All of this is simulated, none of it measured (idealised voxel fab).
process module | voxel spacer lines
cross-section cut | 185 nm wide | cells 5 nm
A cross-section is a grid of square cells, given in bands from the top down. A band is one or more rows of cells.
Each band's line starts with the height of the band's top and of its bottom, in nm. Then come its materials from left to right, each with its width in nm. One material with "throughout" fills the band from edge to edge. "air" is empty space.
Height 0 is the level under which the wafer as received is all one material. The lowest band goes on downwards, as in "0 down".
A width such as "30 to 40" changes by the same amount from each row of cells to the next, from the band's top row to its bottom row.
"no change" after a step means that no cell of the cross-section changed.
closed voids: empty space of 8 cells or more with no open way to the top, each as width x height at its distance from the left edge, in nm
after a step's settings: what the simulator itself notes on the step
overlay nm, on a step with a mask: how far to the right of its planned place the mask lay; to the left if negative
plan
1 op RECEIVE | material Si
2 op CONFORMAL_DEP | material Al2O3 | thk nm 10
3 op DIRECTIONAL_DEP | material W | thk nm 10
4 op DIRECTIONAL_DEP | material polySi | thk nm 25
5 op PATTERN | tone cover | mask id MANDREL | material resist | width nm 15 | pitch nm 50 | thk nm 30 | overlay nm 0
6 op DIRECTIONAL_ETCH | etch materials polySi | depth nm 25
7 op STRIP | etch materials resist
8 op CONFORMAL_DEP | material SiO2 | thk nm 10
9 op DIRECTIONAL_ETCH | etch materials SiO2 | depth nm 10
10 op STRIP | etch materials polySi
11 op DIRECTIONAL_ETCH | etch materials W | depth nm 10
12 op STRIP | etch materials SiO2
13 op FILL_DEP | material lowk | thk nm 10
14 op CMP | height nm 20
first wafer, as planned
as received, after step 1
  0 down: Si throughout
  closed voids: none
after step 2
  10 to 0: Al2O3 throughout
  below 0: unchanged
after step 3
  20 to 10: W throughout
  below 10: unchanged
after step 4
  45 to 20: polySi throughout
  below 20: unchanged
after step 5
  75 to 45: air 60 | resist 15 | air 35 | resist 15 | air 60
  below 45: unchanged
after step 6
  75 to 45: air 60 | resist 15 | air 35 | resist 15 | air 60
  45 to 20: air 60 | polySi 15 | air 35 | polySi 15 | air 60
  below 20: unchanged
after step 7
  45 to 20: air 60 | polySi 15 | air 35 | polySi 15 | air 60
  below 20: unchanged
after step 8
  55 to 45: air 50 | SiO2 35 | air 15 | SiO2 35 | air 50
  45 to 30: air 50 | SiO2 10 | polySi 15 | SiO2 10 | air 15 | SiO2 10 | polySi 15 | SiO2 10 | air 50
  30 to 20: SiO2 60 | polySi 15 | SiO2 35 | polySi 15 | SiO2 60
  below 20: unchanged
after step 9
  45 to 20: air 50 | SiO2 10 | polySi 15 | SiO2 10 | air 15 | SiO2 10 | polySi 15 | SiO2 10 | air 50
  below 20: unchanged
after step 10
  45 to 20: air 50 | SiO2 10 | air 15 | SiO2 10 | air 15 | SiO2 10 | air 15 | SiO2 10 | air 50
  below 20: unchanged
after step 11
  45 to 20: air 50 | SiO2 10 | air 15 | SiO2 10 | air 15 | SiO2 10 | air 15 | SiO2 10 | air 50
  20 to 10: air 50 | W 10 | air 15 | W 10 | air 15 | W 10 | air 15 | W 10 | air 50
  below 10: unchanged
after step 12
  20 to 10: air 50 | W 10 | air 15 | W 10 | air 15 | W 10 | air 15 | W 10 | air 50
  below 10: unchanged
after step 13
  30 to 20: lowk throughout
  20 to 10: lowk 50 | W 10 | lowk 15 | W 10 | lowk 15 | W 10 | lowk 15 | W 10 | lowk 50
  below 10: unchanged
after step 14
  20 to 10: lowk 50 | W 10 | lowk 15 | W 10 | lowk 15 | W 10 | lowk 15 | W 10 | lowk 50
  below 10: unchanged
second wafer: like start, like plan, one mistake. Through step 1 it matches the first wafer
when step 2 should have ended
  10 to 0: W throughout
  below 0: unchanged
when step 3 should have ended
  20 to 10: Al2O3 throughout
  below 10: unchanged
when step 4 should have ended
  45 to 20: polySi throughout
  below 20: unchanged
when step 5 should have ended
  75 to 45: air 60 | resist 15 | air 35 | resist 15 | air 60
  below 45: unchanged
when step 6 should have ended
  75 to 45: air 60 | resist 15 | air 35 | resist 15 | air 60
  45 to 20: air 60 | polySi 15 | air 35 | polySi 15 | air 60
  below 20: unchanged
when step 7 should have ended
  45 to 20: air 60 | polySi 15 | air 35 | polySi 15 | air 60
  below 20: unchanged
when step 8 should have ended
  55 to 45: air 50 | SiO2 35 | air 15 | SiO2 35 | air 50
  45 to 30: air 50 | SiO2 10 | polySi 15 | SiO2 10 | air 15 | SiO2 10 | polySi 15 | SiO2 10 | air 50
  30 to 20: SiO2 60 | polySi 15 | SiO2 35 | polySi 15 | SiO2 60
  below 20: unchanged
when step 9 should have ended
  45 to 20: air 50 | SiO2 10 | polySi 15 | SiO2 10 | air 15 | SiO2 10 | polySi 15 | SiO2 10 | air 50
  below 20: unchanged
when step 10 should have ended
  45 to 20: air 50 | SiO2 10 | air 15 | SiO2 10 | air 15 | SiO2 10 | air 15 | SiO2 10 | air 50
  below 20: unchanged
when step 11 should have ended: no change
when step 12 should have ended
  20 to 10: Al2O3 throughout
  below 10: unchanged
when step 13 should have ended
  30 to 20: lowk throughout
  below 20: unchanged
when step 14 should have ended
  20 to 10: Al2O3 throughout
  below 10: unchanged
what went wrong: steps 2 and 3 were swapped
at the end the second wafer has, in cells: 58 more of W | 58 fewer of lowk
